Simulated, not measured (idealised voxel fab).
Proc. module: voxel released beams
The width of the displayed cross-section, cut, is 245 nm; its cells are square, with a size of 5 nm.
We lay out every cross-section as a grid of square cells and spell it out in bands from the top down, where one band means one or more rows of cells. This entry defines a band. It first specifies the height of the band's top and the height of its bottom in nm, and then specifies the band's materials from left to right, stating each material with its width in nm. The word "throughout" identifies a single material that fills the band from edge to edge, while the word "air" identifies empty space. For the purposes of this specification, 0 denotes the height below which the wafer in its as-received condition is composed wholly of one material, and the lowermost band, lacking a lower limit, extends downward without end, as expressed in "0 nm and below". Per-row width for "30..40": begins at first number (top row of band), ends at second number (bottom row), increment between rows held constant. Any step labelled "no alteration" changed none of the cells in the cross-section. Any empty space of 8 cells or more lacking an open way to the top shows up in "Trapped void list" as width x height at distance, distance from the left edge, in nm. Read whatever lies past the settings on a step's line as the simulator's own remark about the step. If you see "overlay nm" on a step's line and that step has a mask, it's telling you how far right of where it was planned the mask ended up; a negative number means it went left instead.

Set out below are the planned steps of the process:
step 1: RECEIVE, material Si
step 2: CONFORMAL_DEP, material SiN, thk nm 10
step 3: DIRECTIONAL_DEP, material SiO2, thk nm 15
step 4: PATTERN, tone open, mask id ANCHOR, material resist, width nm 45, thk nm 15, overlay nm 0
step 5: DIRECTIONAL_ETCH, etch materials SiO2, depth nm 15
step 6: STRIP, etch materials resist
step 7: CONFORMAL_DEP, material TiN, thk nm 15
step 8: PATTERN, tone cover, mask id BEAM, material resist, width nm 95, thk nm 15, overlay nm 0
step 9: DIRECTIONAL_ETCH, etch materials TiN, depth nm 15
step 10: STRIP, etch materials resist
step 11: STRIP, etch materials SiO2

Incoming wafer in cross-section (state: after step 1):
    0 nm and below | Si throughout
    Trapped void list: none

Sectioned view, first of two wafers, at the close of the module, processed as intended in the plan:
    40 nm to 25 nm | air: 70 | TiN: 20 | air: 15 | TiN: 60 | air: 80
    25 nm to 10 nm | air: 75 | TiN: 45 | air: 125
    10 nm to 0 nm | SiN throughout
    0 nm and below | Si throughout
    Trapped void list: none

Now the second wafer, cross-sectioned at the end of the module. Nothing different at the start, nothing different in the plan compared with the first, just one mistake when it was actually run:
    55 nm to 40 nm | air: 70 | TiN: 95 | air: 80
    40 nm to 25 nm | TiN throughout
    25 nm to 10 nm | SiO2: 75 | TiN: 45 | SiO2: 125
    10 nm to 0 nm | SiN throughout
    0 nm and below | Si throughout
    Trapped void list: none
what went wrong: twice, step 7 of the plan was run
Final wafer comparison in cells, second versus first, more or fewer per material: +120 SiO2 | +156 TiN
